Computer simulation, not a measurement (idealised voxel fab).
Process module name: voxel local oxidation
We display cut, a cross-section 295 nm in width whose square cells are each 5 nm.
For the purposes of this document, a cross-section shall be understood as a grid of square cells, specified as bands listed in top-to-bottom order, each band consisting of one or more rows of cells.
The band entry comprises the height of the band's top followed by the height of its bottom, expressed in nm, and subsequently the band's materials from left to right, each stated together with its width in nm. Where a single material is marked with the word "full width", that material fills the band from edge to edge. The word "air" represents empty space.
It should be noted that heights are counted from 0, beneath which the wafer as supplied is of one material throughout, and that the lowest band possesses no lower boundary but continues downward, as written in "0..down".
It should be noted that a width expressed as "30 to 40" varies in equal increments from row to row of cells within the band, taking the value of the first number at the top row and that of the second number at the bottom row.
Any step labelled "no change occurred" changed none of the cells in the cross-section.
Under "Enclosed voids" you'll find the enclosed gaps, the ones with no way out to the top, that are 8 cells or bigger; each reads width x height at distance, with distance counted from the left edge, everything in nm.
If you see something after the settings on a step's line, that's the simulator's own remark about that step.
"overlay nm" answers the question of how far to the right of plan the mask lay on a step that has a mask, and when it is negative the answer is to the left.

[These are the steps we planned for the process]
| 1 | RECEIVE with material Si |
| 2 | CONFORMAL_DEP with material SiO2, thk nm 5 |
| 3 | CONFORMAL_DEP with material SiN, thk nm 15 |
| 4 | PATTERN with tone cover, mask id ACTIVE, material resist, width nm 125, thk nm 15, overlay nm 0 |
| 5 | DIRECTIONAL_ETCH with etch materials SiN, depth nm 15 |
| 6 | STRIP with etch materials resist |
| 7 | SELECTIVE_ETCH with etch materials SiO2, depth nm 5 |
| 8 | OXIDIZE with depth nm 15 |
| 9 | STRIP with etch materials SiN |

[Cross-section of the wafer at receipt, which is the condition after step 1]
    0..down = Si full width
    Enclosed voids: none

[Figure: cross-sectional view of the wafer upon completion of the module, processed from the initial state and according to the plan depicted above, with one error introduced during execution]
    5..0 = air=85; SiO2=125; air=85
    0..-15 = SiO2=100; Si=95; SiO2=100
    -15..down = Si full width
    Enclosed voids: none
So what did we get wrong on this run? step 4 went in with a setting other than planned; the actual run was PATTERN with tone cover, mask id ACTIVE, material resist, width nm 135, thk nm 15, overlay nm 0
